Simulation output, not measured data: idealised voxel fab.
Presented below is a process module, voxel self aligned contacts.
This is section cut - it's 275 nm across, gridded in 5 nm square cells.
This document writes a cross-section as a grid whose cells are square, and gives it as bands, listed from the top down; one or more rows of cells form a band. The band entry comprises the height of the band's top followed by the height of its bottom, expressed in nm, and subsequently the band's materials from left to right, each stated together with its width in nm. Where a single material is marked with the word "edge to edge", that material fills the band from edge to edge. The word "blank" represents empty space. The reference from which all heights are counted is 0, the level beneath which the as-received wafer is entirely one material; the lowest band, having no lower bound, proceeds downward and is written after the example "z 0 and below". Note: "30 to 40" means the width goes from the first number (top row of the band) to the second number (bottom row) in equal steps per row of cells. "nothing different" means the step left every cell of the cross-section as it was. The entry "Internal closed voids" lists the empty spaces that cover at least 8 cells and have no open path to the top. Each is written as width x height at distance, where the distance is measured from the left edge and all three values are in nm. That trailing text on a step's line, after the settings, is the simulator's own remark on the step. overlay nm, on a step with a mask: how far to the right of its planned place the mask lay; to the left if negative. Reading guide: pairs of cross-sections, before and after one process step; after view cut off at lowest changed band; step and settings listed under each pair. Pairs may stem from different runs of this module on the same starting wafer; continuity with the pair above only where the "Pre-step geometry" entry states it.

Pre-step geometry:
  z 0 and below | Si edge to edge
  Internal closed voids: none

Result of Step:
  z 0 to -5 | SiO2 edge to edge
  Lower than -5, everything is as it was.
  Internal closed voids: none
Name the step between the before and after sections above: op OXIDIZE | depth nm 5

Pre-step geometry: after-step cross-section of the pair just above applies.

Result of Step:
  z 25 to 0 | polySi edge to edge
  Lower than 0, everything is as it was.
  Internal closed voids: none
Name the step between the before and after sections above: op DIRECTIONAL_DEP | material polySi | thk nm 25

Pre-step geometry: after-step cross-section of the pair just above applies.

Result of Step:
  z 50 to 25 | SiN edge to edge
  Lower than 25, everything is as it was.
  Internal closed voids: none
Name the step between the before and after sections above: op DIRECTIONAL_DEP | material SiN | thk nm 25

Pre-step geometry: after-step cross-section of the pair just above applies.

Result of Step:
  z 65 to 50 | aC edge to edge
  Lower than 50, everything is as it was.
  Internal closed voids: none
Name the step between the before and after sections above: op DIRECTIONAL_DEP | material aC | thk nm 15

Pre-step geometry: after-step cross-section of the pair just above applies.

Result of Step:
  z 95 to 65 | blank 40 nm | resist 35 nm | blank 45 nm | resist 35 nm | blank 45 nm | resist 35 nm | blank 40 nm
  Lower than 65, everything is as it was.
  Internal closed voids: none
Name the step between the before and after sections above: op PATTERN | tone cover | mask id GATE | material resist | width nm 35 | pitch nm 80 | thk nm 30 | overlay nm 0

Pre-step geometry: after-step cross-section of the pair just above applies.

Result of Step:
  z 80 to 65 | blank 40 nm | resist 35 nm | blank 45 nm | resist 35 nm | blank 45 nm | resist 35 nm | blank 40 nm
  z 65 to 50 | blank 40 nm | aC 35 nm | blank 45 nm | aC 35 nm | blank 45 nm | aC 35 nm | blank 40 nm
  Lower than 50, everything is as it was.
  Internal closed voids: none
Name the step between the before and after sections above: op DIRECTIONAL_ETCH | etch materials aC | depth nm 15

Pre-step geometry: after-step cross-section of the pair just above applies.

Result of Step:
  z 65 to 50 | blank 40 nm | aC 35 nm | blank 45 nm | aC 35 nm | blank 45 nm | aC 35 nm | blank 40 nm
  Lower than 50, everything is as it was.
  Internal closed voids: none
Name the step between the before and after sections above: op STRIP | etch materials resist

Pre-step geometry: after-step cross-section of the pair just above applies.

Result of Step:
  z 65 to 50 | blank 40 nm | aC 35 nm | blank 45 nm | aC 35 nm | blank 45 nm | aC 35 nm | blank 40 nm
  z 50 to 25 | blank 40 nm | SiN 35 nm | blank 45 nm | SiN 35 nm | blank 45 nm | SiN 35 nm | blank 40 nm
  Lower than 25, everything is as it was.
  Internal closed voids: none
Name the step between the before and after sections above: op DIRECTIONAL_ETCH | etch materials SiN | depth nm 25

Pre-step geometry: after-step cross-section of the pair just above applies.

Result of Step:
  z 65 to 50 | blank 40 nm | aC 35 nm | blank 45 nm | aC 35 nm | blank 45 nm | aC 35 nm | blank 40 nm
  z 50 to 25 | blank 40 nm | SiN 35 nm | blank 45 nm | SiN 35 nm | blank 45 nm | SiN 35 nm | blank 40 nm
  z 25 to 0 | blank 40 nm | polySi 35 nm | blank 45 nm | polySi 35 nm | blank 45 nm | polySi 35 nm | blank 40 nm
  Lower than 0, everything is as it was.
  Internal closed voids: none
Name the step between the before and after sections above: op DIRECTIONAL_ETCH | etch materials polySi | depth nm 25

Pre-step geometry: after-step cross-section of the pair just above applies.

Result of Step:
  z 50 to 25 | blank 40 nm | SiN 35 nm | blank 45 nm | SiN 35 nm | blank 45 nm | SiN 35 nm | blank 40 nm
  Lower than 25, everything is as it was.
  Internal closed voids: none
Name the step between the before and after sections above: op STRIP | etch materials aC

Pre-step geometry: after-step cross-section of the pair just above applies.

Result of Step:
  z 60 to 25 | blank 30 nm | SiN 55 nm | blank 25 nm | SiN 55 nm | blank 25 nm | SiN 55 nm | blank 30 nm
  z 25 to 10 | blank 30 nm | SiN 10 nm | polySi 35 nm | SiN 10 nm | blank 25 nm | SiN 10 nm | polySi 35 nm | SiN 10 nm | blank 25 nm | SiN 10 nm | polySi 35 nm | SiN 10 nm | blank 30 nm
  z 10 to 0 | SiN 40 nm | polySi 35 nm | SiN 45 nm | polySi 35 nm | SiN 45 nm | polySi 35 nm | SiN 40 nm
  Lower than 0, everything is as it was.
  Internal closed voids: none
Name the step between the before and after sections above: op CONFORMAL_DEP | material SiN | thk nm 10

Pre-step geometry: after-step cross-section of the pair just above applies.

Result of Step:
  z 50 to 25 | blank 30 nm | SiN 55 nm | blank 25 nm | SiN 55 nm | blank 25 nm | SiN 55 nm | blank 30 nm
  z 25 to 0 | blank 30 nm | SiN 10 nm | polySi 35 nm | SiN 10 nm | blank 25 nm | SiN 10 nm | polySi 35 nm | SiN 10 nm | blank 25 nm | SiN 10 nm | polySi 35 nm | SiN 10 nm | blank 30 nm
  Lower than 0, everything is as it was.
  Internal closed voids: none
Name the step between the before and after sections above: op DIRECTIONAL_ETCH | etch materials SiN | depth nm 10

Pre-step geometry: after-step cross-section of the pair just above applies.

Result of Step:
  z 70 to 50 | SiO2 edge to edge
  z 50 to 25 | SiO2 30 nm | SiN 55 nm | SiO2 25 nm | SiN 55 nm | SiO2 25 nm | SiN 55 nm | SiO2 30 nm
  z 25 to 0 | SiO2 30 nm | SiN 10 nm | polySi 35 nm | SiN 10 nm | SiO2 25 nm | SiN 10 nm | polySi 35 nm | SiN 10 nm | SiO2 25 nm | SiN 10 nm | polySi 35 nm | SiN 10 nm | SiO2 30 nm
  Lower than 0, everything is as it was.
  Internal closed voids: none
Name the step between the before and after sections above: op FILL_DEP | material SiO2 | thk nm 20

Pre-step geometry: after-step cross-section of the pair just above applies.

Result of Step:
  z 60 to 50 | SiO2 edge to edge
  Lower than 50, everything is as it was.
  Internal closed voids: none
Name the step between the before and after sections above: op CMP | height nm 60

Pre-step geometry: after-step cross-section of the pair just above applies.

Result of Step:
  z 70 to 60 | aC edge to edge
  Lower than 60, everything is as it was.
  Internal closed voids: none
Name the step between the before and after sections above: op DIRECTIONAL_DEP | material aC | thk nm 10

Pre-step geometry: after-step cross-section of the pair just above applies.

Result of Step:
  z 95 to 70 | resist 70 nm | blank 55 nm | resist 25 nm | blank 55 nm | resist 70 nm
  Lower than 70, everything is as it was.
  Internal closed voids: none
Name the step between the before and after sections above: op PATTERN | tone open | mask id CONTACT | material resist | width nm 55 | pitch nm 80 | thk nm 25 | overlay nm 0

Pre-step geometry: after-step cross-section of the pair just above applies.

Result of Step:
  z 85 to 70 | resist 70 nm | blank 55 nm | resist 25 nm | blank 55 nm | resist 70 nm
  z 70 to 60 | aC 70 nm | blank 55 nm | aC 25 nm | blank 55 nm | aC 70 nm
  Lower than 60, everything is as it was.
  Internal closed voids: none
Name the step between the before and after sections above: op DIRECTIONAL_ETCH | etch materials aC | depth nm 10

Pre-step geometry: after-step cross-section of the pair just above applies.

Result of Step:
  z 70 to 60 | aC 70 nm | blank 55 nm | aC 25 nm | blank 55 nm | aC 70 nm
  Lower than 60, everything is as it was.
  Internal closed voids: none
Name the step between the before and after sections above: op STRIP | etch materials resist

Pre-step geometry: after-step cross-section of the pair just above applies.

Result of Step:
  z 70 to 60 | aC 70 nm | blank 55 nm | aC 25 nm | blank 55 nm | aC 70 nm
  z 60 to 50 | SiO2 70 nm | blank 55 nm | SiO2 25 nm | blank 55 nm | SiO2 70 nm
  z 50 to 25 | SiO2 30 nm | SiN 55 nm | blank 25 nm | SiN 55 nm | blank 25 nm | SiN 55 nm | SiO2 30 nm
  z 25 to 0 | SiO2 30 nm | SiN 10 nm | polySi 35 nm | SiN 10 nm | blank 25 nm | SiN 10 nm | polySi 35 nm | SiN 10 nm | blank 25 nm | SiN 10 nm | polySi 35 nm | SiN 10 nm | SiO2 30 nm
  z 0 to -5 | SiO2 85 nm | blank 25 nm | SiO2 55 nm | blank 25 nm | SiO2 85 nm
  Lower than -5, everything is as it was.
  Internal closed voids: none
Name the step between the before and after sections above: op DIRECTIONAL_ETCH | etch materials SiO2 | depth nm 65

Pre-step geometry: after-step cross-section of the pair just above applies.

Result of Step:
  z 60 to 50 | SiO2 70 nm | blank 55 nm | SiO2 25 nm | blank 55 nm | SiO2 70 nm
  Lower than 50, everything is as it was.
  Internal closed voids: none
Name the step between the before and after sections above: op STRIP | etch materials aC

Pre-step geometry: after-step cross-section of the pair just above applies.

Result of Step:
  z 65 to 60 | TiN 75 nm | blank 45 nm | TiN 35 nm | blank 45 nm | TiN 75 nm
  z 60 to 50 | SiO2 70 nm | TiN 5 to 20 nm | blank 45 to 15 nm | TiN 5 to 20 nm | SiO2 25 nm | TiN 5 to 20 nm | blank 45 to 15 nm | TiN 5 to 20 nm | SiO2 70 nm
  z 50 to 25 | SiO2 30 nm | SiN 55 nm | TiN 5 nm | blank 15 nm | TiN 5 nm | SiN 55 nm | TiN 5 nm | blank 15 nm | TiN 5 nm | SiN 55 nm | SiO2 30 nm
  z 25 to 0 | SiO2 30 nm | SiN 10 nm | polySi 35 nm | SiN 10 nm | TiN 5 nm | blank 15 nm | TiN 5 nm | SiN 10 nm | polySi 35 nm | SiN 10 nm | TiN 5 nm | blank 15 nm | TiN 5 nm | SiN 10 nm | polySi 35 nm | SiN 10 nm | SiO2 30 nm
  z 0 to -5 | SiO2 85 nm | TiN 25 nm | SiO2 55 nm | TiN 25 nm | SiO2 85 nm
  Lower than -5, everything is as it was.
  Internal closed voids: none
Name the step between the before and after sections above: op CONFORMAL_DEP | material TiN | thk nm 5

Pre-step geometry: after-step cross-section of the pair just above applies.

Result of Step:
  z 75 to 65 | Ru edge to edge
  z 65 to 60 | TiN 75 nm | Ru 45 nm | TiN 35 nm | Ru 45 nm | TiN 75 nm
  z 60 to 50 | SiO2 70 nm | TiN 5 to 20 nm | Ru 45 to 15 nm | TiN 5 to 20 nm | SiO2 25 nm | TiN 5 to 20 nm | Ru 45 to 15 nm | TiN 5 to 20 nm | SiO2 70 nm
  z 50 to 25 | SiO2 30 nm | SiN 55 nm | TiN 5 nm | Ru 15 nm | TiN 5 nm | SiN 55 nm | TiN 5 nm | Ru 15 nm | TiN 5 nm | SiN 55 nm | SiO2 30 nm
  z 25 to 0 | SiO2 30 nm | SiN 10 nm | polySi 35 nm | SiN 10 nm | TiN 5 nm | Ru 15 nm | TiN 5 nm | SiN 10 nm | polySi 35 nm | SiN 10 nm | TiN 5 nm | Ru 15 nm | TiN 5 nm | SiN 10 nm | polySi 35 nm | SiN 10 nm | SiO2 30 nm
  Lower than 0, everything is as it was.
  Internal closed voids: none
Name the step between the before and after sections above: op FILL_DEP | material Ru | thk nm 10

Pre-step geometry: after-step cross-section of the pair just above applies.

Result of Step:
  z 60 to 50 | SiO2 70 nm | TiN 5 to 20 nm | Ru 45 to 15 nm | TiN 5 to 20 nm | SiO2 25 nm | TiN 5 to 20 nm | Ru 45 to 15 nm | TiN 5 to 20 nm | SiO2 70 nm
  Lower than 50, everything is as it was.
  Internal closed voids: none
Name the step between the before and after sections above: op CMP | height nm 60

Pre-step geometry: after-step cross-section of the pair just above applies.

Result of Step:
  z 65 to 60 | SiCN edge to edge
  Lower than 60, everything is as it was.
  Internal closed voids: none
Name the step between the before and after sections above: op CONFORMAL_DEP | material SiCN | thk nm 5

Pre-step geometry:
  z 0 and below | Si edge to edge
  Internal closed voids: none

Result of Step:
  z 25 to 0 | polySi edge to edge
  Lower than 0, everything is as it was.
  Internal closed voids: none
Name the step between the before and after sections above: op DIRECTIONAL_DEP | material polySi | thk nm 25

Pre-step geometry: after-step cross-section of the pair just above applies.

Result of Step:
  z 50 to 25 | SiN edge to edge
  Lower than 25, everything is as it was.
  Internal closed voids: none
Name the step between the before and after sections above: op DIRECTIONAL_DEP | material SiN | thk nm 25

Pre-step geometry: after-step cross-section of the pair just above applies.

Result of Step:
  z 65 to 50 | aC edge to edge
  Lower than 50, everything is as it was.
  Internal closed voids: none
Name the step between the before and after sections above: op DIRECTIONAL_DEP | material aC | thk nm 15

Pre-step geometry: after-step cross-section of the pair just above applies.

Result of Step:
  z 95 to 65 | blank 40 nm | resist 35 nm | blank 45 nm | resist 35 nm | blank 45 nm | resist 35 nm | blank 40 nm
  Lower than 65, everything is as it was.
  Internal closed voids: none
Name the step between the before and after sections above: op PATTERN | tone cover | mask id GATE | material resist | width nm 35 | pitch nm 80 | thk nm 30 | overlay nm 0

Pre-step geometry: after-step cross-section of the pair just above applies.

Result of Step:
  z 80 to 65 | blank 40 nm | resist 35 nm | blank 45 nm | resist 35 nm | blank 45 nm | resist 35 nm | blank 40 nm
  z 65 to 50 | blank 40 nm | aC 35 nm | blank 45 nm | aC 35 nm | blank 45 nm | aC 35 nm | blank 40 nm
  Lower than 50, everything is as it was.
  Internal closed voids: none
Name the step between the before and after sections above: op DIRECTIONAL_ETCH | etch materials aC | depth nm 15

Pre-step geometry: after-step cross-section of the pair just above applies.

Result of Step:
  z 65 to 50 | blank 40 nm | aC 35 nm | blank 45 nm | aC 35 nm | blank 45 nm | aC 35 nm | blank 40 nm
  Lower than 50, everything is as it was.
  Internal closed voids: none
Name the step between the before and after sections above: op STRIP | etch materials resist

Pre-step geometry: after-step cross-section of the pair just above applies.

Result of Step:
  z 65 to 50 | blank 40 nm | aC 35 nm | blank 45 nm | aC 35 nm | blank 45 nm | aC 35 nm | blank 40 nm
  z 50 to 25 | blank 40 nm | SiN 35 nm | blank 45 nm | SiN 35 nm | blank 45 nm | SiN 35 nm | blank 40 nm
  Lower than 25, everything is as it was.
  Internal closed voids: none
Name the step between the before and after sections above: op DIRECTIONAL_ETCH | etch materials SiN | depth nm 25

Pre-step geometry: after-step cross-section of the pair just above applies.

Result of Step:
  z 65 to 50 | blank 40 nm | aC 35 nm | blank 45 nm | aC 35 nm | blank 45 nm | aC 35 nm | blank 40 nm
  z 50 to 25 | blank 40 nm | SiN 35 nm | blank 45 nm | SiN 35 nm | blank 45 nm | SiN 35 nm | blank 40 nm
  z 25 to 0 | blank 40 nm | polySi 35 nm | blank 45 nm | polySi 35 nm | blank 45 nm | polySi 35 nm | blank 40 nm
  Lower than 0, everything is as it was.
  Internal closed voids: none
Name the step between the before and after sections above: op DIRECTIONAL_ETCH | etch materials polySi | depth nm 25

Pre-step geometry: after-step cross-section of the pair just above applies.

Result of Step:
  z 50 to 25 | blank 40 nm | SiN 35 nm | blank 45 nm | SiN 35 nm | blank 45 nm | SiN 35 nm | blank 40 nm
  Lower than 25, everything is as it was.
  Internal closed voids: none
Name the step between the before and after sections above: op STRIP | etch materials aC

Pre-step geometry: after-step cross-section of the pair just above applies.

Result of Step:
  z 60 to 25 | blank 30 nm | SiN 55 nm | blank 25 nm | SiN 55 nm | blank 25 nm | SiN 55 nm | blank 30 nm
  z 25 to 10 | blank 30 nm | SiN 10 nm | polySi 35 nm | SiN 10 nm | blank 25 nm | SiN 10 nm | polySi 35 nm | SiN 10 nm | blank 25 nm | SiN 10 nm | polySi 35 nm | SiN 10 nm | blank 30 nm
  z 10 to 0 | SiN 40 nm | polySi 35 nm | SiN 45 nm | polySi 35 nm | SiN 45 nm | polySi 35 nm | SiN 40 nm
  Lower than 0, everything is as it was.
  Internal closed voids: none
Name the step between the before and after sections above: op CONFORMAL_DEP | material SiN | thk nm 10

Pre-step geometry: after-step cross-section of the pair just above applies.

Result of Step:
  z 50 to 25 | blank 30 nm | SiN 55 nm | blank 25 nm | SiN 55 nm | blank 25 nm | SiN 55 nm | blank 30 nm
  z 25 to 0 | blank 30 nm | SiN 10 nm | polySi 35 nm | SiN 10 nm | blank 25 nm | SiN 10 nm | polySi 35 nm | SiN 10 nm | blank 25 nm | SiN 10 nm | polySi 35 nm | SiN 10 nm | blank 30 nm
  Lower than 0, everything is as it was.
  Internal closed voids: none
Name the step between the before and after sections above: op DIRECTIONAL_ETCH | etch materials SiN | depth nm 10

Pre-step geometry: after-step cross-section of the pair just above applies.

Result of Step:
  z 70 to 50 | SiO2 edge to edge
  z 50 to 25 | SiO2 30 nm | SiN 55 nm | SiO2 25 nm | SiN 55 nm | SiO2 25 nm | SiN 55 nm | SiO2 30 nm
  z 25 to 0 | SiO2 30 nm | SiN 10 nm | polySi 35 nm | SiN 10 nm | SiO2 25 nm | SiN 10 nm | polySi 35 nm | SiN 10 nm | SiO2 25 nm | SiN 10 nm | polySi 35 nm | SiN 10 nm | SiO2 30 nm
  Lower than 0, everything is as it was.
  Internal closed voids: none
Name the step between the before and after sections above: op FILL_DEP | material SiO2 | thk nm 20

Pre-step geometry: after-step cross-section of the pair just above applies.

Result of Step:
  z 60 to 50 | SiO2 edge to edge
  Lower than 50, everything is as it was.
  Internal closed voids: none
Name the step between the before and after sections above: op CMP | height nm 60

Pre-step geometry: after-step cross-section of the pair just above applies.

Result of Step:
  z 70 to 60 | aC edge to edge
  Lower than 60, everything is as it was.
  Internal closed voids: none
Name the step between the before and after sections above: op DIRECTIONAL_DEP | material aC | thk nm 10

Pre-step geometry: after-step cross-section of the pair just above applies.

Result of Step:
  z 95 to 70 | resist 70 nm | blank 55 nm | resist 25 nm | blank 55 nm | resist 70 nm
  Lower than 70, everything is as it was.
  Internal closed voids: none
Name the step between the before and after sections above: op PATTERN | tone open | mask id CONTACT | material resist | width nm 55 | pitch nm 80 | thk nm 25 | overlay nm 0

Pre-step geometry: after-step cross-section of the pair just above applies.

Result of Step:
  z 85 to 70 | resist 70 nm | blank 55 nm | resist 25 nm | blank 55 nm | resist 70 nm
  z 70 to 60 | aC 70 nm | blank 55 nm | aC 25 nm | blank 55 nm | aC 70 nm
  Lower than 60, everything is as it was.
  Internal closed voids: none
Name the step between the before and after sections above: op DIRECTIONAL_ETCH | etch materials aC | depth nm 10

Pre-step geometry: after-step cross-section of the pair just above applies.

Result of Step:
  z 70 to 60 | aC 70 nm | blank 55 nm | aC 25 nm | blank 55 nm | aC 70 nm
  Lower than 60, everything is as it was.
  Internal closed voids: none
Name the step between the before and after sections above: op STRIP | etch materials resist

Pre-step geometry: after-step cross-section of the pair just above applies.

Result of Step:
  z 70 to 60 | aC 70 nm | blank 55 nm | aC 25 nm | blank 55 nm | aC 70 nm
  z 60 to 50 | SiO2 70 nm | blank 55 nm | SiO2 25 nm | blank 55 nm | SiO2 70 nm
  z 50 to 25 | SiO2 30 nm | SiN 55 nm | blank 25 nm | SiN 55 nm | blank 25 nm | SiN 55 nm | SiO2 30 nm
  z 25 to 0 | SiO2 30 nm | SiN 10 nm | polySi 35 nm | SiN 10 nm | blank 25 nm | SiN 10 nm | polySi 35 nm | SiN 10 nm | blank 25 nm | SiN 10 nm | polySi 35 nm | SiN 10 nm | SiO2 30 nm
  Lower than 0, everything is as it was.
  Internal closed voids: none
Name the step between the before and after sections above: op DIRECTIONAL_ETCH | etch materials SiO2 | depth nm 65

Pre-step geometry: after-step cross-section of the pair just above applies.

Result of Step:
  z 60 to 50 | SiO2 70 nm | blank 55 nm | SiO2 25 nm | blank 55 nm | SiO2 70 nm
  Lower than 50, everything is as it was.
  Internal closed voids: none
Name the step between the before and after sections above: op STRIP | etch materials aC

Pre-step geometry: after-step cross-section of the pair just above applies.

Result of Step:
  z 65 to 60 | TiN 75 nm | blank 45 nm | TiN 35 nm | blank 45 nm | TiN 75 nm
  z 60 to 50 | SiO2 70 nm | TiN 5 to 20 nm | blank 45 to 15 nm | TiN 5 to 20 nm | SiO2 25 nm | TiN 5 to 20 nm | blank 45 to 15 nm | TiN 5 to 20 nm | SiO2 70 nm
  z 50 to 25 | SiO2 30 nm | SiN 55 nm | TiN 5 nm | blank 15 nm | TiN 5 nm | SiN 55 nm | TiN 5 nm | blank 15 nm | TiN 5 nm | SiN 55 nm | SiO2 30 nm
  z 25 to 5 | SiO2 30 nm | SiN 10 nm | polySi 35 nm | SiN 10 nm | TiN 5 nm | blank 15 nm | TiN 5 nm | SiN 10 nm | polySi 35 nm | SiN 10 nm | TiN 5 nm | blank 15 nm | TiN 5 nm | SiN 10 nm | polySi 35 nm | SiN 10 nm | SiO2 30 nm
  z 5 to 0 | SiO2 30 nm | SiN 10 nm | polySi 35 nm | SiN 10 nm | TiN 25 nm | SiN 10 nm | polySi 35 nm | SiN 10 nm | TiN 25 nm | SiN 10 nm | polySi 35 nm | SiN 10 nm | SiO2 30 nm
  Lower than 0, everything is as it was.
  Internal closed voids: none
Name the step between the before and after sections above: op CONFORMAL_DEP | material TiN | thk nm 5

Pre-step geometry: after-step cross-section of the pair just above applies.

Result of Step:
  z 75 to 65 | Ru edge to edge
  z 65 to 60 | TiN 75 nm | Ru 45 nm | TiN 35 nm | Ru 45 nm | TiN 75 nm
  z 60 to 50 | SiO2 70 nm | TiN 5 to 20 nm | Ru 45 to 15 nm | TiN 5 to 20 nm | SiO2 25 nm | TiN 5 to 20 nm | Ru 45 to 15 nm | TiN 5 to 20 nm | SiO2 70 nm
  z 50 to 25 | SiO2 30 nm | SiN 55 nm | TiN 5 nm | Ru 15 nm | TiN 5 nm | SiN 55 nm | TiN 5 nm | Ru 15 nm | TiN 5 nm | SiN 55 nm | SiO2 30 nm
  z 25 to 5 | SiO2 30 nm | SiN 10 nm | polySi 35 nm | SiN 10 nm | TiN 5 nm | Ru 15 nm | TiN 5 nm | SiN 10 nm | polySi 35 nm | SiN 10 nm | TiN 5 nm | Ru 15 nm | TiN 5 nm | SiN 10 nm | polySi 35 nm | SiN 10 nm | SiO2 30 nm
  Lower than 5, everything is as it was.
  Internal closed voids: none
Name the step between the before and after sections above: op FILL_DEP | material Ru | thk nm 10

Pre-step geometry: after-step cross-section of the pair just above applies.

Result of Step:
  z 60 to 50 | SiO2 70 nm | TiN 5 to 20 nm | Ru 45 to 15 nm | TiN 5 to 20 nm | SiO2 25 nm | TiN 5 to 20 nm | Ru 45 to 15 nm | TiN 5 to 20 nm | SiO2 70 nm
  Lower than 50, everything is as it was.
  Internal closed voids: none
Name the step between the before and after sections above: op CMP | height nm 60

Pre-step geometry: after-step cross-section of the pair just above applies.

Result of Step:
  z 65 to 60 | SiCN edge to edge
  Lower than 60, everything is as it was.
  Internal closed voids: none
Name the step between the before and after sections above: op CONFORMAL_DEP | material SiCN | thk nm 5

Pre-step geometry:
  z 25 to 0 | polySi edge to edge
  z 0 to -5 | SiO2 edge to edge
  z -5 and below | Si edge to edge
  Internal closed voids: none

Result of Step:
  z 50 to 0 | polySi edge to edge
  Lower than 0, everything is as it was.
  Internal closed voids: none
Name the step between the before and after sections above: op DIRECTIONAL_DEP | material polySi | thk nm 25

Pre-step geometry: after-step cross-section of the pair just above applies.

Result of Step:
  z 75 to 50 | SiN edge to edge
  Lower than 50, everything is as it was.
  Internal closed voids: none
Name the step between the before and after sections above: op DIRECTIONAL_DEP | material SiN | thk nm 25

Pre-step geometry: after-step cross-section of the pair just above applies.

Result of Step:
  z 90 to 75 | aC edge to edge
  Lower than 75, everything is as it was.
  Internal closed voids: none
Name the step between the before and after sections above: op DIRECTIONAL_DEP | material aC | thk nm 15

Pre-step geometry: after-step cross-section of the pair just above applies.

Result of Step:
  z 120 to 90 | blank 40 nm | resist 35 nm | blank 45 nm | resist 35 nm | blank 45 nm | resist 35 nm | blank 40 nm
  Lower than 90, everything is as it was.
  Internal closed voids: none
Name the step between the before and after sections above: op PATTERN | tone cover | mask id GATE | material resist | width nm 35 | pitch nm 80 | thk nm 30 | overlay nm 0

Pre-step geometry: after-step cross-section of the pair just above applies.

Result of Step:
  z 105 to 90 | blank 40 nm | resist 35 nm | blank 45 nm | resist 35 nm | blank 45 nm | resist 35 nm | blank 40 nm
  z 90 to 75 | blank 40 nm | aC 35 nm | blank 45 nm | aC 35 nm | blank 45 nm | aC 35 nm | blank 40 nm
  Lower than 75, everything is as it was.
  Internal closed voids: none
Name the step between the before and after sections above: op DIRECTIONAL_ETCH | etch materials aC | depth nm 15

Pre-step geometry: after-step cross-section of the pair just above applies.

Result of Step:
  z 90 to 75 | blank 40 nm | aC 35 nm | blank 45 nm | aC 35 nm | blank 45 nm | aC 35 nm | blank 40 nm
  Lower than 75, everything is as it was.
  Internal closed voids: none
Name the step between the before and after sections above: op STRIP | etch materials resist

Pre-step geometry: after-step cross-section of the pair just above applies.

Result of Step:
  z 90 to 75 | blank 40 nm | aC 35 nm | blank 45 nm | aC 35 nm | blank 45 nm | aC 35 nm | blank 40 nm
  z 75 to 50 | blank 40 nm | SiN 35 nm | blank 45 nm | SiN 35 nm | blank 45 nm | SiN 35 nm | blank 40 nm
  Lower than 50, everything is as it was.
  Internal closed voids: none
Name the step between the before and after sections above: op DIRECTIONAL_ETCH | etch materials SiN | depth nm 25

Pre-step geometry: after-step cross-section of the pair just above applies.

Result of Step:
  z 90 to 75 | blank 40 nm | aC 35 nm | blank 45 nm | aC 35 nm | blank 45 nm | aC 35 nm | blank 40 nm
  z 75 to 50 | blank 40 nm | SiN 35 nm | blank 45 nm | SiN 35 nm | blank 45 nm | SiN 35 nm | blank 40 nm
  z 50 to 25 | blank 40 nm | polySi 35 nm | blank 45 nm | polySi 35 nm | blank 45 nm | polySi 35 nm | blank 40 nm
  Lower than 25, everything is as it was.
  Internal closed voids: none
Name the step between the before and after sections above: op DIRECTIONAL_ETCH | etch materials polySi | depth nm 25

Pre-step geometry: after-step cross-section of the pair just above applies.

Result of Step:
  z 75 to 50 | blank 40 nm | SiN 35 nm | blank 45 nm | SiN 35 nm | blank 45 nm | SiN 35 nm | blank 40 nm
  Lower than 50, everything is as it was.
  Internal closed voids: none
Name the step between the before and after sections above: op STRIP | etch materials aC

Pre-step geometry: after-step cross-section of the pair just above applies.

Result of Step:
  z 85 to 50 | blank 30 nm | SiN 55 nm | blank 25 nm | SiN 55 nm | blank 25 nm | SiN 55 nm | blank 30 nm
  z 50 to 35 | blank 30 nm | SiN 10 nm | polySi 35 nm | SiN 10 nm | blank 25 nm | SiN 10 nm | polySi 35 nm | SiN 10 nm | blank 25 nm | SiN 10 nm | polySi 35 nm | SiN 10 nm | blank 30 nm
  z 35 to 25 | SiN 40 nm | polySi 35 nm | SiN 45 nm | polySi 35 nm | SiN 45 nm | polySi 35 nm | SiN 40 nm
  Lower than 25, everything is as it was.
  Internal closed voids: none
Name the step between the before and after sections above: op CONFORMAL_DEP | material SiN | thk nm 10

Pre-step geometry: after-step cross-section of the pair just above applies.

Result of Step:
  z 75 to 50 | blank 30 nm | SiN 55 nm | blank 25 nm | SiN 55 nm | blank 25 nm | SiN 55 nm | blank 30 nm
  z 50 to 25 | blank 30 nm | SiN 10 nm | polySi 35 nm | SiN 10 nm | blank 25 nm | SiN 10 nm | polySi 35 nm | SiN 10 nm | blank 25 nm | SiN 10 nm | polySi 35 nm | SiN 10 nm | blank 30 nm
  Lower than 25, everything is as it was.
  Internal closed voids: none
Name the step between the before and after sections above: op DIRECTIONAL_ETCH | etch materials SiN | depth nm 10

Pre-step geometry: after-step cross-section of the pair just above applies.

Result of Step:
  z 95 to 75 | SiO2 edge to edge
  z 75 to 50 | SiO2 30 nm | SiN 55 nm | SiO2 25 nm | SiN 55 nm | SiO2 25 nm | SiN 55 nm | SiO2 30 nm
  z 50 to 25 | SiO2 30 nm | SiN 10 nm | polySi 35 nm | SiN 10 nm | SiO2 25 nm | SiN 10 nm | polySi 35 nm | SiN 10 nm | SiO2 25 nm | SiN 10 nm | polySi 35 nm | SiN 10 nm | SiO2 30 nm
  Lower than 25, everything is as it was.
  Internal closed voids: none
Name the step between the before and after sections above: op FILL_DEP | material SiO2 | thk nm 20

Pre-step geometry: after-step cross-section of the pair just above applies.

Result of Step:
  z 60 to 50 | SiO2 30 nm | SiN 55 nm | SiO2 25 nm | SiN 55 nm | SiO2 25 nm | SiN 55 nm | SiO2 30 nm
  Lower than 50, everything is as it was.
  Internal closed voids: none
Name the step between the before and after sections above: op CMP | height nm 60

Pre-step geometry: after-step cross-section of the pair just above applies.

Result of Step:
  z 70 to 60 | aC edge to edge
  Lower than 60, everything is as it was.
  Internal closed voids: none
Name the step between the before and after sections above: op DIRECTIONAL_DEP | material aC | thk nm 10

Pre-step geometry: after-step cross-section of the pair just above applies.

Result of Step:
  z 95 to 70 | resist 70 nm | blank 55 nm | resist 25 nm | blank 55 nm | resist 70 nm
  Lower than 70, everything is as it was.
  Internal closed voids: none
Name the step between the before and after sections above: op PATTERN | tone open | mask id CONTACT | material resist | width nm 55 | pitch nm 80 | thk nm 25 | overlay nm 0

Pre-step geometry: after-step cross-section of the pair just above applies.

Result of Step:
  z 85 to 70 | resist 70 nm | blank 55 nm | resist 25 nm | blank 55 nm | resist 70 nm
  z 70 to 60 | aC 70 nm | blank 55 nm | aC 25 nm | blank 55 nm | aC 70 nm
  Lower than 60, everything is as it was.
  Internal closed voids: none
Name the step between the before and after sections above: op DIRECTIONAL_ETCH | etch materials aC | depth nm 10

Pre-step geometry: after-step cross-section of the pair just above applies.

Result of Step:
  z 70 to 60 | aC 70 nm | blank 55 nm | aC 25 nm | blank 55 nm | aC 70 nm
  Lower than 60, everything is as it was.
  Internal closed voids: none
Name the step between the before and after sections above: op STRIP | etch materials resist
